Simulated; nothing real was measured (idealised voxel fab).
A process module follows: voxel self aligned contacts.
In the cross-section labelled cut, the width is 240 nm and each square cell is 5 nm.
In this document a cross-section is written as a grid of square cells. It is given as a series of bands, listed from the top down, and a band is one or more rows of cells. It is stipulated that each band's entry specify, in nanometres, the height of the top of the band and then that of its bottom, followed by the materials of the band in left-to-right sequence, each together with its width in nanometres. A single material marked by the word "throughout" is understood to fill the band from edge to edge; the word "empty" is understood to denote empty space. Height reference: 0 = level under which incoming wafer is all one material. Lowest band: no bottom, runs on downward, e.g. "0..down". When a width is written as two numbers, as in "30 to 40", the first number is the width in the top row of cells of the band and the second is the width in its bottom row, and the width changes by the same amount from each row to the next. "identical to before" means the step left every cell of the cross-section as it was. "Enclosed cavities" lists enclosed empty spaces (at least 8 cells, no open path upward to the top), each as width x height at distance from the left edge, in nm. Heads up: the bit after the settings on a step's line is the simulator's remark on that step. When a step includes a mask, the "overlay nm" setting on its line states how far to the right of its planned place that mask lay, and negative values state how far to the left.

# Below is the list of planned process steps
1 RECEIVE [material Si]
2 OXIDIZE [depth nm 5]
3 DIRECTIONAL_DEP [material polySi] [thk nm 25]
4 DIRECTIONAL_DEP [material SiN] [thk nm 20]
5 DIRECTIONAL_DEP [material aC] [thk nm 15]
6 PATTERN [tone cover] [mask id GATE] [material resist] [width nm 25] [pitch nm 55] [thk nm 30] [overlay nm 0]
7 DIRECTIONAL_ETCH [etch materials aC] [depth nm 15]
8 STRIP [etch materials resist]
9 DIRECTIONAL_ETCH [etch materials SiN] [depth nm 20]
10 DIRECTIONAL_ETCH [etch materials polySi] [depth nm 25]
11 STRIP [etch materials aC]
12 CONFORMAL_DEP [material SiN] [thk nm 5]
13 DIRECTIONAL_ETCH [etch materials SiN] [depth nm 5]
14 FILL_DEP [material SiO2] [thk nm 20]
15 CMP [height nm 55]
16 PATTERN [tone open] [mask id CONTACT] [material resist] [width nm 40] [pitch nm 55] [thk nm 20] [overlay nm 0]
17 DIRECTIONAL_ETCH [etch materials SiO2] [depth nm 60]
18 STRIP [etch materials resist]
19 CONFORMAL_DEP [material TiN] [thk nm 5]
20 FILL_DEP [material W] [thk nm 5]
21 CMP [height nm 55]
22 CONFORMAL_DEP [material SiCN] [thk nm 5]
The wafers are alike at the start. At step 22, their thk nm differs. The plan lists the first wafer's value.

# First of several wafers, received after step 1, in cross-section
0..down | Si throughout
Enclosed cavities: none

# each wafer at the end: cells of each material gained (+) or lost (-) since it was received, then its closed voids
thk nm 5, -48 Si, +48 SiCN, +114 SiN, +275 SiO2, +60 TiN, +52 W, +75 polySi, Enclosed cavities: none
thk nm 10, -48 Si, +96 SiCN, +114 SiN, +275 SiO2, +60 TiN, +52 W, +75 polySi, Enclosed cavities: none
thk nm 15, -48 Si, +144 SiCN, +114 SiN, +275 SiO2, +60 TiN, +52 W, +75 polySi, Enclosed cavities: none
thk nm 20, -48 Si, +192 SiCN, +114 SiN, +275 SiO2, +60 TiN, +52 W, +75 polySi, Enclosed cavities: none
